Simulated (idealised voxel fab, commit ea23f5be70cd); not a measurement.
voxel trench capacitor: a process module
We display cut, a cross-section 285 nm in width whose square cells are each 5 nm.
This document writes a cross-section as a grid whose cells are square, and gives it as bands, listed from the top down; one or more rows of cells form a band. The band entry comprises the height of the band's top followed by the height of its bottom, expressed in nm, and subsequently the band's materials from left to right, each stated together with its width in nm. Where a single material is marked with the word "full width", that material fills the band from edge to edge. The word "blank" represents empty space. For the purposes of this specification, 0 denotes the height below which the wafer in its as-received condition is composed wholly of one material, and the lowermost band, lacking a lower limit, extends downward without end, as expressed in "z 0 and below". Quick explanation for "30..40": the width changes in equal steps down the rows of cells, from the first number in the band's top row to the second number in its bottom row. Take "left unchanged" at face value: in the step it is given for, the cross-section changed in none of its cells. Trapped voids: empty space of 8 cells or more with no open way to the top, each as width x height at its distance from the left edge, in nm. The remark found on a step's line after its settings is issued by the simulator itself and pertains to that step. overlay nm: mask right of planned place by this much (step with mask). Neg. = left.

Below is the list of planned process steps:
step 1: RECEIVE with material Si
step 2: CONFORMAL_DEP with material SiN, thk nm 5
step 3: DIRECTIONAL_DEP with material aC, thk nm 10
step 4: PATTERN with tone open, mask id TRENCH, material resist, width nm 30, pitch nm 60, thk nm 25, overlay nm 0
step 5: DIRECTIONAL_ETCH with etch materials aC, depth nm 10
step 6: STRIP with etch materials resist
step 7: DIRECTIONAL_ETCH with etch materials SiN, depth nm 5
step 8: DIRECTIONAL_ETCH with etch materials Si, depth nm 30
step 9: STRIP with etch materials aC
step 10: CONFORMAL_DEP with material HfO2, thk nm 5
step 11: CONFORMAL_DEP with material TiN, thk nm 5
step 12: FILL_DEP with material W, thk nm 10
step 13: CMP with height nm 5

Wafer, first of two, run as planned:

Wafer at receipt (post step 1), cross-section:
    z 0 and below  Si full width
    Trapped voids: none

Cross-sectional representation of the wafer at the conclusion of step 2:
    z 5 to 0  SiN full width
    Everything below 0 is unchanged.

Cross-sectional representation of the wafer at the conclusion of step 3:
    z 15 to 5  aC full width
    Everything below 5 is unchanged.

Cross-sectional representation of the wafer at the conclusion of step 4:
    z 40 to 15  resist 35 nm  blank 30 nm  resist 30 nm  blank 30 nm  resist 30 nm  blank 30 nm  resist 30 nm  blank 30 nm  resist 40 nm
    Everything below 15 is unchanged.

Cross-sectional representation of the wafer at the conclusion of step 5:
    z 30 to 15  resist 35 nm  blank 30 nm  resist 30 nm  blank 30 nm  resist 30 nm  blank 30 nm  resist 30 nm  blank 30 nm  resist 40 nm
    z 15 to 5  aC 35 nm  blank 30 nm  aC 30 nm  blank 30 nm  aC 30 nm  blank 30 nm  aC 30 nm  blank 30 nm  aC 40 nm
    Everything below 5 is unchanged.

Cross-sectional representation of the wafer at the conclusion of step 6:
    z 15 to 5  aC 35 nm  blank 30 nm  aC 30 nm  blank 30 nm  aC 30 nm  blank 30 nm  aC 30 nm  blank 30 nm  aC 40 nm
    Everything below 5 is unchanged.

Cross-sectional representation of the wafer at the conclusion of step 7:
    z 15 to 5  aC 35 nm  blank 30 nm  aC 30 nm  blank 30 nm  aC 30 nm  blank 30 nm  aC 30 nm  blank 30 nm  aC 40 nm
    z 5 to 0  SiN 35 nm  blank 30 nm  SiN 30 nm  blank 30 nm  SiN 30 nm  blank 30 nm  SiN 30 nm  blank 30 nm  SiN 40 nm
    Everything below 0 is unchanged.

Cross-sectional representation of the wafer at the conclusion of step 8:
    z 15 to 5  aC 35 nm  blank 30 nm  aC 30 nm  blank 30 nm  aC 30 nm  blank 30 nm  aC 30 nm  blank 30 nm  aC 40 nm
    z 5 to 0  SiN 35 nm  blank 30 nm  SiN 30 nm  blank 30 nm  SiN 30 nm  blank 30 nm  SiN 30 nm  blank 30 nm  SiN 40 nm
    z 0 to -30  Si 35 nm  blank 30 nm  Si 30 nm  blank 30 nm  Si 30 nm  blank 30 nm  Si 30 nm  blank 30 nm  Si 40 nm
    Everything below -30 is unchanged.

Cross-sectional representation of the wafer at the conclusion of step 9:
    z 5 to 0  SiN 35 nm  blank 30 nm  SiN 30 nm  blank 30 nm  SiN 30 nm  blank 30 nm  SiN 30 nm  blank 30 nm  SiN 40 nm
    Everything below 0 is unchanged.

Cross-sectional representation of the wafer at the conclusion of step 10:
    z 10 to 5  HfO2 40 nm  blank 20 nm  HfO2 40 nm  blank 20 nm  HfO2 40 nm  blank 20 nm  HfO2 40 nm  blank 20 nm  HfO2 45 nm
    z 5 to 0  SiN 35 nm  HfO2 5 nm  blank 20 nm  HfO2 5 nm  SiN 30 nm  HfO2 5 nm  blank 20 nm  HfO2 5 nm  SiN 30 nm  HfO2 5 nm  blank 20 nm  HfO2 5 nm  SiN 30 nm  HfO2 5 nm  blank 20 nm  HfO2 5 nm  SiN 40 nm
    z 0 to -25  Si 35 nm  HfO2 5 nm  blank 20 nm  HfO2 5 nm  Si 30 nm  HfO2 5 nm  blank 20 nm  HfO2 5 nm  Si 30 nm  HfO2 5 nm  blank 20 nm  HfO2 5 nm  Si 30 nm  HfO2 5 nm  blank 20 nm  HfO2 5 nm  Si 40 nm
    z -25 to -30  Si 35 nm  HfO2 30 nm  Si 30 nm  HfO2 30 nm  Si 30 nm  HfO2 30 nm  Si 30 nm  HfO2 30 nm  Si 40 nm
    Everything below -30 is unchanged.

Cross-sectional representation of the wafer at the conclusion of step 11:
    z 15 to 10  TiN 45 nm  blank 10 nm  TiN 50 nm  blank 10 nm  TiN 50 nm  blank 10 nm  TiN 50 nm  blank 10 nm  TiN 50 nm
    z 10 to 5  HfO2 40 nm  TiN 5 nm  blank 10 nm  TiN 5 nm  HfO2 40 nm  TiN 5 nm  blank 10 nm  TiN 5 nm  HfO2 40 nm  TiN 5 nm  blank 10 nm  TiN 5 nm  HfO2 40 nm  TiN 5 nm  blank 10 nm  TiN 5 nm  HfO2 45 nm
    z 5 to 0  SiN 35 nm  HfO2 5 nm  TiN 5 nm  blank 10 nm  TiN 5 nm  HfO2 5 nm  SiN 30 nm  HfO2 5 nm  TiN 5 nm  blank 10 nm  TiN 5 nm  HfO2 5 nm  SiN 30 nm  HfO2 5 nm  TiN 5 nm  blank 10 nm  TiN 5 nm  HfO2 5 nm  SiN 30 nm  HfO2 5 nm  TiN 5 nm  blank 10 nm  TiN 5 nm  HfO2 5 nm  SiN 40 nm
    z 0 to -20  Si 35 nm  HfO2 5 nm  TiN 5 nm  blank 10 nm  TiN 5 nm  HfO2 5 nm  Si 30 nm  HfO2 5 nm  TiN 5 nm  blank 10 nm  TiN 5 nm  HfO2 5 nm  Si 30 nm  HfO2 5 nm  TiN 5 nm  blank 10 nm  TiN 5 nm  HfO2 5 nm  Si 30 nm  HfO2 5 nm  TiN 5 nm  blank 10 nm  TiN 5 nm  HfO2 5 nm  Si 40 nm
    z -20 to -25  Si 35 nm  HfO2 5 nm  TiN 20 nm  HfO2 5 nm  Si 30 nm  HfO2 5 nm  TiN 20 nm  HfO2 5 nm  Si 30 nm  HfO2 5 nm  TiN 20 nm  HfO2 5 nm  Si 30 nm  HfO2 5 nm  TiN 20 nm  HfO2 5 nm  Si 40 nm
    Everything below -25 is unchanged.

Cross-sectional representation of the wafer at the conclusion of step 12:
    z 25 to 15  W full width
    z 15 to 10  TiN 45 nm  W 10 nm  TiN 50 nm  W 10 nm  TiN 50 nm  W 10 nm  TiN 50 nm  W 10 nm  TiN 50 nm
    z 10 to 5  HfO2 40 nm  TiN 5 nm  W 10 nm  TiN 5 nm  HfO2 40 nm  TiN 5 nm  W 10 nm  TiN 5 nm  HfO2 40 nm  TiN 5 nm  W 10 nm  TiN 5 nm  HfO2 40 nm  TiN 5 nm  W 10 nm  TiN 5 nm  HfO2 45 nm
    z 5 to 0  SiN 35 nm  HfO2 5 nm  TiN 5 nm  W 10 nm  TiN 5 nm  HfO2 5 nm  SiN 30 nm  HfO2 5 nm  TiN 5 nm  W 10 nm  TiN 5 nm  HfO2 5 nm  SiN 30 nm  HfO2 5 nm  TiN 5 nm  W 10 nm  TiN 5 nm  HfO2 5 nm  SiN 30 nm  HfO2 5 nm  TiN 5 nm  W 10 nm  TiN 5 nm  HfO2 5 nm  SiN 40 nm
    z 0 to -20  Si 35 nm  HfO2 5 nm  TiN 5 nm  W 10 nm  TiN 5 nm  HfO2 5 nm  Si 30 nm  HfO2 5 nm  TiN 5 nm  W 10 nm  TiN 5 nm  HfO2 5 nm  Si 30 nm  HfO2 5 nm  TiN 5 nm  W 10 nm  TiN 5 nm  HfO2 5 nm  Si 30 nm  HfO2 5 nm  TiN 5 nm  W 10 nm  TiN 5 nm  HfO2 5 nm  Si 40 nm
    Everything below -20 is unchanged.

Cross-sectional representation of the wafer at the conclusion of step 13:
    z 5 to 0  SiN 35 nm  HfO2 5 nm  TiN 5 nm  W 10 nm  TiN 5 nm  HfO2 5 nm  SiN 30 nm  HfO2 5 nm  TiN 5 nm  W 10 nm  TiN 5 nm  HfO2 5 nm  SiN 30 nm  HfO2 5 nm  TiN 5 nm  W 10 nm  TiN 5 nm  HfO2 5 nm  SiN 30 nm  HfO2 5 nm  TiN 5 nm  W 10 nm  TiN 5 nm  HfO2 5 nm  SiN 40 nm
    Everything below 0 is unchanged.

Second wafer, same starting state and plan as the first, one mistake in the run, identical through step 12:

Look at the second wafer in cross-section at the time step 13 ought to have finished: left unchanged
What was done differently from what was planned? the run left out plan step 13 entirely, so it was never executed
Final wafer comparison in cells, second versus first, more or fewer per material: +41 HfO2; +57 TiN; +130 W
